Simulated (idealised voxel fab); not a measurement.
Documented hereafter: the process module known as voxel air gaps.
Cross-section cut: width 210 nm, square cells of 5 nm.
Just so we're on the same page, the cross-sections are grids of square cells, and they're listed out in bands top to bottom, each band one or more rows deep. Top height, bottom height, nm. Materials left to right, width each, nm. Single material + "everywhere" = fills band edge to edge. "empty" = empty. Heads up on the height convention: 0 is the point under which the incoming wafer is all one material, and the lowest band has no bottom, it just keeps going down, like "z 0 and below". Note: "30..40" means the width goes from the first number (top row of the band) to the second number (bottom row) in equal steps per row of cells. Step marked "no modification"? Then no cell in the cross-section changed in it. Closed empty spaces (no open way to the top) of 8 cells or more are what "Voids lacking openings" lists, each as width x height at distance from the left edge, nm for all three. Past the settings on a step's line: simulator remark, on that step. "overlay nm" denotes, for a step that has a mask, the displacement of the mask to the right of its planned place, with negative values corresponding to the left.

[Steps planned for the process]
1. RECEIVE | material Si
2. CONFORMAL_DEP | material SiO2 | thk nm 10
3. CONFORMAL_DEP | material SiCN | thk nm 5
4. DIRECTIONAL_DEP | material SiO2 | thk nm 35
5. PATTERN | tone open | mask id LINES | material resist | width nm 15 | pitch nm 40 | thk nm 15 | overlay nm 0
6. DIRECTIONAL_ETCH | etch materials SiO2 | depth nm 35
7. STRIP | etch materials resist
8. CONFORMAL_DEP | material TiN | thk nm 5
9. FILL_DEP | material Cu | thk nm 10
10. CMP | height nm 50
11. EPI | material Ru | thk nm 10
12. SELECTIVE_ETCH | etch materials SiO2 | depth nm 45
13. CONFORMAL_DEP | material SiCN | thk nm 5

[Concerning the first of two wafers, which was run in accordance with the plan]

[Cross-section of the incoming wafer, state after step 1]
> z 0 and below | Si everywhere
> Voids lacking openings: none

[Wafer after step 2 (cross-section)]
> z 10 to 0 | SiO2 everywhere
> At heights below 0, the structure remains unaltered.

[Wafer after step 3 (cross-section)]
> z 15 to 10 | SiCN everywhere
> At heights below 10, the structure remains unaltered.

[Wafer after step 4 (cross-section)]
> z 50 to 15 | SiO2 everywhere
> At heights below 15, the structure remains unaltered.

[Wafer after step 5 (cross-section)]
> z 65 to 50 | resist (55) / empty (15) / resist (25) / empty (15) / resist (25) / empty (15) / resist (60)
> At heights below 50, the structure remains unaltered.

[Wafer after step 6 (cross-section)]
> z 65 to 50 | resist (55) / empty (15) / resist (25) / empty (15) / resist (25) / empty (15) / resist (60)
> z 50 to 15 | SiO2 (55) / empty (15) / SiO2 (25) / empty (15) / SiO2 (25) / empty (15) / SiO2 (60)
> At heights below 15, the structure remains unaltered.

[Wafer after step 7 (cross-section)]
> z 50 to 15 | SiO2 (55) / empty (15) / SiO2 (25) / empty (15) / SiO2 (25) / empty (15) / SiO2 (60)
> At heights below 15, the structure remains unaltered.

[Wafer after step 8 (cross-section)]
> z 55 to 50 | TiN (60) / empty (5) / TiN (35) / empty (5) / TiN (35) / empty (5) / TiN (65)
> z 50 to 20 | SiO2 (55) / TiN (5) / empty (5) / TiN (5) / SiO2 (25) / TiN (5) / empty (5) / TiN (5) / SiO2 (25) / TiN (5) / empty (5) / TiN (5) / SiO2 (60)
> z 20 to 15 | SiO2 (55) / TiN (15) / SiO2 (25) / TiN (15) / SiO2 (25) / TiN (15) / SiO2 (60)
> At heights below 15, the structure remains unaltered.

[Wafer after step 9 (cross-section)]
> z 65 to 55 | Cu everywhere
> z 55 to 50 | TiN (60) / Cu (5) / TiN (35) / Cu (5) / TiN (35) / Cu (5) / TiN (65)
> z 50 to 20 | SiO2 (55) / TiN (5) / Cu (5) / TiN (5) / SiO2 (25) / TiN (5) / Cu (5) / TiN (5) / SiO2 (25) / TiN (5) / Cu (5) / TiN (5) / SiO2 (60)
> At heights below 20, the structure remains unaltered.

[Wafer after step 10 (cross-section)]
> z 50 to 20 | SiO2 (55) / TiN (5) / Cu (5) / TiN (5) / SiO2 (25) / TiN (5) / Cu (5) / TiN (5) / SiO2 (25) / TiN (5) / Cu (5) / TiN (5) / SiO2 (60)
> At heights below 20, the structure remains unaltered.

[Wafer after step 11 (cross-section)]
> z 60 to 50 | empty (45) / Ru (35) / empty (5) / Ru (35) / empty (5) / Ru (35) / empty (50)
> At heights below 50, the structure remains unaltered.

[Wafer after step 12 (cross-section)]
> z 60 to 50 | empty (45) / Ru (35) / empty (5) / Ru (35) / empty (5) / Ru (35) / empty (50)
> z 50 to 20 | empty (55) / TiN (5) / Cu (5) / TiN (5) / empty (25) / TiN (5) / Cu (5) / TiN (5) / empty (25) / TiN (5) / Cu (5) / TiN (5) / empty (60)
> z 20 to 15 | empty (55) / TiN (15) / empty (25) / TiN (15) / empty (25) / TiN (15) / empty (60)
> At heights below 15, the structure remains unaltered.

[Wafer after step 13 (cross-section)]
> z 65 to 60 | empty (40) / SiCN (125) / empty (45)
> z 60 to 50 | empty (40) / SiCN (5) / Ru (35) / SiCN (5) / Ru (35) / SiCN (5) / Ru (35) / SiCN (5) / empty (45)
> z 50 to 45 | empty (40) / SiCN (15) / TiN (5) / Cu (5) / TiN (5) / SiCN (25) / TiN (5) / Cu (5) / TiN (5) / SiCN (25) / TiN (5) / Cu (5) / TiN (5) / SiCN (15) / empty (45)
> z 45 to 20 | empty (50) / SiCN (5) / TiN (5) / Cu (5) / TiN (5) / SiCN (5) / empty (15) / SiCN (5) / TiN (5) / Cu (5) / TiN (5) / SiCN (5) / empty (15) / SiCN (5) / TiN (5) / Cu (5) / TiN (5) / SiCN (5) / empty (55)
> z 20 to 15 | SiCN (55) / TiN (15) / SiCN (25) / TiN (15) / SiCN (25) / TiN (15) / SiCN (60)
> At heights below 15, the structure remains unaltered.
> Voids lacking openings: 15 x 25 at 75; 15 x 25 at 115

[Companion wafer, the second of two: same beginning, same intended sequence, one mistake in carrying it out; through step 2 inclusive it tracks the first exactly]

Look at the second wafer in cross-section at the time step 3 ought to have finished: no modification

[Look at the second wafer in cross-section at the time step 4 ought to have finished]
> z 45 to 0 | SiO2 everywhere
> At heights below 0, the structure remains unaltered.

[Look at the second wafer in cross-section at the time step 5 ought to have finished]
> z 60 to 45 | resist (55) / empty (15) / resist (25) / empty (15) / resist (25) / empty (15) / resist (60)
> At heights below 45, the structure remains unaltered.

[Look at the second wafer in cross-section at the time step 6 ought to have finished]
> z 60 to 45 | resist (55) / empty (15) / resist (25) / empty (15) / resist (25) / empty (15) / resist (60)
> z 45 to 10 | SiO2 (55) / empty (15) / SiO2 (25) / empty (15) / SiO2 (25) / empty (15) / SiO2 (60)
> At heights below 10, the structure remains unaltered.

[Look at the second wafer in cross-section at the time step 7 ought to have finished]
> z 45 to 10 | SiO2 (55) / empty (15) / SiO2 (25) / empty (15) / SiO2 (25) / empty (15) / SiO2 (60)
> At heights below 10, the structure remains unaltered.

[Look at the second wafer in cross-section at the time step 8 ought to have finished]
> z 50 to 45 | TiN (60) / empty (5) / TiN (35) / empty (5) / TiN (35) / empty (5) / TiN (65)
> z 45 to 15 | SiO2 (55) / TiN (5) / empty (5) / TiN (5) / SiO2 (25) / TiN (5) / empty (5) / TiN (5) / SiO2 (25) / TiN (5) / empty (5) / TiN (5) / SiO2 (60)
> z 15 to 10 | SiO2 (55) / TiN (15) / SiO2 (25) / TiN (15) / SiO2 (25) / TiN (15) / SiO2 (60)
> At heights below 10, the structure remains unaltered.

[Look at the second wafer in cross-section at the time step 9 ought to have finished]
> z 60 to 50 | Cu everywhere
> z 50 to 45 | TiN (60) / Cu (5) / TiN (35) / Cu (5) / TiN (35) / Cu (5) / TiN (65)
> z 45 to 15 | SiO2 (55) / TiN (5) / Cu (5) / TiN (5) / SiO2 (25) / TiN (5) / Cu (5) / TiN (5) / SiO2 (25) / TiN (5) / Cu (5) / TiN (5) / SiO2 (60)
> At heights below 15, the structure remains unaltered.

[Look at the second wafer in cross-section at the time step 10 ought to have finished]
> z 50 to 45 | TiN (60) / Cu (5) / TiN (35) / Cu (5) / TiN (35) / Cu (5) / TiN (65)
> At heights below 45, the structure remains unaltered.

[Look at the second wafer in cross-section at the time step 11 ought to have finished]
> z 60 to 50 | Ru everywhere
> At heights below 50, the structure remains unaltered.

Look at the second wafer in cross-section at the time step 12 ought to have finished: no modification

[Look at the second wafer in cross-section at the time step 13 ought to have finished]
> z 65 to 60 | SiCN everywhere
> At heights below 60, the structure remains unaltered.
What was done differently from what was planned? step 3 from the plan never happened, it was just skipped
FYI, end of process, the second wafer has more or fewer cells of some materials than the first: Cu +3 | Ru +42 | SiCN -112 | SiO2 +231 | TiN +39
By the end, 2 closed voids are present in the first wafer and 0 in the second.
